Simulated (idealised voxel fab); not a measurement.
A process module follows: voxel wiring stack.
Cross-section cut spans 275 nm and uses square cells 5 nm in size.
Square cells in a grid make up a cross-section in this document, and the grid is given as bands, listed from the top down, each one or more rows of cells.
The band entry comprises the height of the band's top followed by the height of its bottom, expressed in nm, and subsequently the band's materials from left to right, each stated together with its width in nm. Where a single material is marked with the word "edge to edge", that material fills the band from edge to edge. The word "blank" represents empty space.
Heights are measured from 0, the level below which the as-received wafer is all one material; the lowest band has no bottom and continues downward, written as in "top 0, no bottom".
The width entry "30->40" should be interpreted row by row: the top row of cells in the band takes the first number, the bottom row takes the second number, and the change between adjacent rows is uniform throughout.
Step note "no modification" = no cross-section cell changed.
"Unvented internal voids" lists enclosed empty spaces (at least 8 cells, no open path upward to the top), each as width x height at distance from the left edge, in nm.
That trailing text on a step's line, after the settings, is the simulator's own remark on the step.
The setting "overlay nm" may be written on the line of a step. When the step uses a mask, the value reports how far to the right of the planned place the mask lay, and a negative value reports that it lay to the left.

plan:
1 RECEIVE [material Si]
2 CONFORMAL_DEP [material SiO2] [thk nm 15]
3 DIRECTIONAL_DEP [material TiN] [thk nm 5]
4 DIRECTIONAL_DEP [material W] [thk nm 25]
5 DIRECTIONAL_DEP [material aC] [thk nm 10]
6 PATTERN [tone cover] [mask id METAL_1] [material resist] [width nm 25] [pitch nm 55] [thk nm 30] [overlay nm 0]
7 DIRECTIONAL_ETCH [etch materials aC] [depth nm 10]
8 STRIP [etch materials resist]
9 DIRECTIONAL_ETCH [etch materials W] [depth nm 25]
10 DIRECTIONAL_ETCH [etch materials TiN] [depth nm 5]
11 STRIP [etch materials aC]
12 FILL_DEP [material SiO2] [thk nm 5]
13 CMP [height nm 45]
14 CONFORMAL_DEP [material SiCN] [thk nm 5]
15 DIRECTIONAL_DEP [material SiO2] [thk nm 15]
16 DIRECTIONAL_DEP [material aC] [thk nm 15]
17 PATTERN [tone open] [mask id PLUG_1] [material resist] [width nm 15] [pitch nm 110] [thk nm 35] [overlay nm 0]
18 DIRECTIONAL_ETCH [etch materials aC] [depth nm 15]
19 STRIP [etch materials resist]
20 DIRECTIONAL_ETCH [etch materials SiO2] [depth nm 15]
21 DIRECTIONAL_ETCH [etch materials SiCN] [depth nm 5]
22 STRIP [etch materials aC]
23 CONFORMAL_DEP [material TiN] [thk nm 5]
24 FILL_DEP [material Cu] [thk nm 10]
25 CMP [height nm 65]
26 DIRECTIONAL_DEP [material TiN] [thk nm 5]
27 DIRECTIONAL_DEP [material W] [thk nm 15]
28 PATTERN [tone cover] [mask id METAL_2] [material resist] [width nm 25] [pitch nm 55] [thk nm 20] [overlay nm 0]
29 DIRECTIONAL_ETCH [etch materials W] [depth nm 15]
30 DIRECTIONAL_ETCH [etch materials TiN] [depth nm 5]
31 STRIP [etch materials resist]
32 CONFORMAL_DEP [material SiCN] [thk nm 5]
33 FILL_DEP [material SiO2] [thk nm 10]
34 CMP [height nm 85]
35 CONFORMAL_DEP [material SiCN] [thk nm 5]
36 DIRECTIONAL_DEP [material SiO2] [thk nm 25]
37 PATTERN [tone open] [mask id METAL_3] [material resist] [width nm 25] [pitch nm 55] [thk nm 20] [overlay nm 0]
38 DIRECTIONAL_ETCH [etch materials SiO2] [depth nm 15]
39 STRIP [etch materials resist]
40 PATTERN [tone open] [mask id METAL_3_HOLES] [material resist] [width nm 15] [pitch nm 55] [thk nm 20] [overlay nm 0]
41 DIRECTIONAL_ETCH [etch materials SiO2] [depth nm 10]
42 DIRECTIONAL_ETCH [etch materials SiCN] [depth nm 5]
43 STRIP [etch materials resist]
44 CONFORMAL_DEP [material TiN] [thk nm 5]
45 FILL_DEP [material Ru] [thk nm 5]
46 CMP [height nm 115]
47 CONFORMAL_DEP [material SiCN] [thk nm 5]
48 DIRECTIONAL_DEP [material lowk] [thk nm 30]
49 DIRECTIONAL_DEP [material aC] [thk nm 15]
50 PATTERN [tone open] [mask id METAL_4] [material resist] [width nm 25] [pitch nm 55] [thk nm 35] [overlay nm 0]
51 DIRECTIONAL_ETCH [etch materials aC] [depth nm 15]
52 STRIP [etch materials resist]
53 DIRECTIONAL_ETCH [etch materials lowk] [depth nm 15]
54 STRIP [etch materials aC]
55 DIRECTIONAL_DEP [material aC] [thk nm 10]
56 PATTERN [tone open] [mask id METAL_4_HOLES] [material resist] [width nm 15] [pitch nm 55] [thk nm 25] [overlay nm 0]
57 DIRECTIONAL_ETCH [etch materials aC] [depth nm 10]
58 STRIP [etch materials resist]
59 DIRECTIONAL_ETCH [etch materials lowk] [depth nm 15]
60 DIRECTIONAL_ETCH [etch materials SiCN] [depth nm 5]
61 STRIP [etch materials aC]
62 CONFORMAL_DEP [material TiN] [thk nm 5]
63 FILL_DEP [material Cu] [thk nm 10]
64 CMP [height nm 150]
65 CONFORMAL_DEP [material SiN] [thk nm 5]
Same starting wafers, different width nm at step 56. Plan value belongs to the first wafer.

Here's the first of the wafers in cross-section, just as we got it, i.e. after step 1:
	top 0, no bottom: Si edge to edge
	Unvented internal voids: none

First of several wafers: cross-section at the end of the module, after step 65, its last step:
	top 155, bottom 150: SiN edge to edge
	top 150, bottom 140: 40 of lowk / 5 of TiN / 15 of Cu / 5 of TiN / 30 of lowk / 5 of TiN / 15 of Cu / 5 of TiN / 30 of lowk / 5 of TiN / 15 of Cu / 5 of TiN / 30 of lowk / 5 of TiN / 15 of Cu / 5 of TiN / 45 of lowk
	top 140, bottom 135: 40 of lowk / 5 of TiN / 5 of Cu / 15 of TiN / 30 of lowk / 5 of TiN / 5 of Cu / 15 of TiN / 30 of lowk / 5 of TiN / 5 of Cu / 15 of TiN / 30 of lowk / 5 of TiN / 5 of Cu / 15 of TiN / 45 of lowk
	top 135, bottom 120: 40 of lowk / 5 of TiN / 5 of Cu / 5 of TiN / 40 of lowk / 5 of TiN / 5 of Cu / 5 of TiN / 40 of lowk / 5 of TiN / 5 of Cu / 5 of TiN / 40 of lowk / 5 of TiN / 5 of Cu / 5 of TiN / 55 of lowk
	top 120, bottom 115: 40 of SiCN / 15 of TiN / 40 of SiCN / 15 of TiN / 40 of SiCN / 15 of TiN / 40 of SiCN / 15 of TiN / 55 of SiCN
	top 115, bottom 105: 40 of SiO2 / 5 of TiN / 15 of Ru / 5 of TiN / 30 of SiO2 / 5 of TiN / 15 of Ru / 5 of TiN / 30 of SiO2 / 5 of TiN / 15 of Ru / 5 of TiN / 30 of SiO2 / 5 of TiN / 15 of Ru / 5 of TiN / 45 of SiO2
	top 105, bottom 100: 40 of SiO2 / 5 of TiN / 5 of Ru / 15 of TiN / 30 of SiO2 / 5 of TiN / 5 of Ru / 15 of TiN / 30 of SiO2 / 5 of TiN / 5 of Ru / 15 of TiN / 30 of SiO2 / 5 of TiN / 5 of Ru / 15 of TiN / 45 of SiO2
	top 100, bottom 90: 40 of SiO2 / 5 of TiN / 5 of Ru / 5 of TiN / 40 of SiO2 / 5 of TiN / 5 of Ru / 5 of TiN / 40 of SiO2 / 5 of TiN / 5 of Ru / 5 of TiN / 40 of SiO2 / 5 of TiN / 5 of Ru / 5 of TiN / 55 of SiO2
	top 90, bottom 85: 40 of SiCN / 15 of TiN / 40 of SiCN / 15 of TiN / 40 of SiCN / 15 of TiN / 40 of SiCN / 15 of TiN / 55 of SiCN
	top 85, bottom 70: 35 of SiO2 / 5 of SiCN / 25 of W / 5 of SiCN / 20 of SiO2 / 5 of SiCN / 25 of W / 5 of SiCN / 20 of SiO2 / 5 of SiCN / 25 of W / 5 of SiCN / 20 of SiO2 / 5 of SiCN / 25 of W / 5 of SiCN / 40 of SiO2
	top 70, bottom 65: 40 of SiCN / 25 of TiN / 30 of SiCN / 25 of TiN / 30 of SiCN / 25 of TiN / 30 of SiCN / 25 of TiN / 45 of SiCN
	top 65, bottom 50: 40 of SiO2 / 5 of TiN / 5 of Cu / 5 of TiN / 95 of SiO2 / 5 of TiN / 5 of Cu / 5 of TiN / 110 of SiO2
	top 50, bottom 45: 40 of SiCN / 15 of TiN / 95 of SiCN / 15 of TiN / 110 of SiCN
	top 45, bottom 20: 40 of SiO2 / 25 of W / 30 of SiO2 / 25 of W / 30 of SiO2 / 25 of W / 30 of SiO2 / 25 of W / 45 of SiO2
	top 20, bottom 15: 40 of SiO2 / 25 of TiN / 30 of SiO2 / 25 of TiN / 30 of SiO2 / 25 of TiN / 30 of SiO2 / 25 of TiN / 45 of SiO2
	top 15, bottom 0: SiO2 edge to edge
	top 0, no bottom: Si edge to edge
	Unvented internal voids: none

Cross-sectional view, end of module, last wafer of several:
	top 155, bottom 150: SiN edge to edge
	top 150, bottom 140: 35 of lowk / 5 of TiN / 20 of Cu / 5 of TiN / 25 of lowk / 5 of TiN / 20 of Cu / 5 of TiN / 25 of lowk / 5 of TiN / 20 of Cu / 5 of TiN / 25 of lowk / 5 of TiN / 20 of Cu / 5 of TiN / 45 of lowk
	top 140, bottom 135: 35 of lowk / 10 of TiN / 15 of Cu / 5 of TiN / 25 of lowk / 10 of TiN / 15 of Cu / 5 of TiN / 25 of lowk / 10 of TiN / 15 of Cu / 5 of TiN / 25 of lowk / 10 of TiN / 15 of Cu / 5 of TiN / 45 of lowk
	top 135, bottom 120: 40 of lowk / 5 of TiN / 15 of Cu / 5 of TiN / 30 of lowk / 5 of TiN / 15 of Cu / 5 of TiN / 30 of lowk / 5 of TiN / 15 of Cu / 5 of TiN / 30 of lowk / 5 of TiN / 15 of Cu / 5 of TiN / 45 of lowk
	top 120, bottom 115: 40 of SiCN / 25 of TiN / 30 of SiCN / 25 of TiN / 30 of SiCN / 25 of TiN / 30 of SiCN / 25 of TiN / 45 of SiCN
	top 115, bottom 105: 40 of SiO2 / 5 of TiN / 15 of Ru / 5 of TiN / 30 of SiO2 / 5 of TiN / 15 of Ru / 5 of TiN / 30 of SiO2 / 5 of TiN / 15 of Ru / 5 of TiN / 30 of SiO2 / 5 of TiN / 15 of Ru / 5 of TiN / 45 of SiO2
	top 105, bottom 100: 40 of SiO2 / 5 of TiN / 5 of Ru / 15 of TiN / 30 of SiO2 / 5 of TiN / 5 of Ru / 15 of TiN / 30 of SiO2 / 5 of TiN / 5 of Ru / 15 of TiN / 30 of SiO2 / 5 of TiN / 5 of Ru / 15 of TiN / 45 of SiO2
	top 100, bottom 90: 40 of SiO2 / 5 of TiN / 5 of Ru / 5 of TiN / 40 of SiO2 / 5 of TiN / 5 of Ru / 5 of TiN / 40 of SiO2 / 5 of TiN / 5 of Ru / 5 of TiN / 40 of SiO2 / 5 of TiN / 5 of Ru / 5 of TiN / 55 of SiO2
	top 90, bottom 85: 40 of SiCN / 15 of TiN / 40 of SiCN / 15 of TiN / 40 of SiCN / 15 of TiN / 40 of SiCN / 15 of TiN / 55 of SiCN
	top 85, bottom 70: 35 of SiO2 / 5 of SiCN / 25 of W / 5 of SiCN / 20 of SiO2 / 5 of SiCN / 25 of W / 5 of SiCN / 20 of SiO2 / 5 of SiCN / 25 of W / 5 of SiCN / 20 of SiO2 / 5 of SiCN / 25 of W / 5 of SiCN / 40 of SiO2
	top 70, bottom 65: 40 of SiCN / 25 of TiN / 30 of SiCN / 25 of TiN / 30 of SiCN / 25 of TiN / 30 of SiCN / 25 of TiN / 45 of SiCN
	top 65, bottom 50: 40 of SiO2 / 5 of TiN / 5 of Cu / 5 of TiN / 95 of SiO2 / 5 of TiN / 5 of Cu / 5 of TiN / 110 of SiO2
	top 50, bottom 45: 40 of SiCN / 15 of TiN / 95 of SiCN / 15 of TiN / 110 of SiCN
	top 45, bottom 20: 40 of SiO2 / 25 of W / 30 of SiO2 / 25 of W / 30 of SiO2 / 25 of W / 30 of SiO2 / 25 of W / 45 of SiO2
	top 20, bottom 15: 40 of SiO2 / 25 of TiN / 30 of SiO2 / 25 of TiN / 30 of SiO2 / 25 of TiN / 30 of SiO2 / 25 of TiN / 45 of SiO2
	top 15, bottom 0: SiO2 edge to edge
	top 0, no bottom: Si edge to edge
	Unvented internal voids: none

For your reference, the table is organized with a row per wafer; each row reflects the wafer at the end of the module, indicating for each material the cells gained (+) or lost (-) since receipt, and thereafter its closed voids:
width nm 15 | +46 Cu | +36 Ru | +194 SiCN | +55 SiN | +794 SiO2 | +186 TiN | +160 W | +234 lowk | Unvented internal voids: none
width nm 20 | +62 Cu | +36 Ru | +190 SiCN | +55 SiN | +794 SiO2 | +186 TiN | +160 W | +222 lowk | Unvented internal voids: none
width nm 25 | +70 Cu | +36 Ru | +190 SiCN | +55 SiN | +794 SiO2 | +190 TiN | +160 W | +210 lowk | Unvented internal voids: none
width nm 30 | +86 Cu | +36 Ru | +186 SiCN | +55 SiN | +794 SiO2 | +190 TiN | +160 W | +198 lowk | Unvented internal voids: none
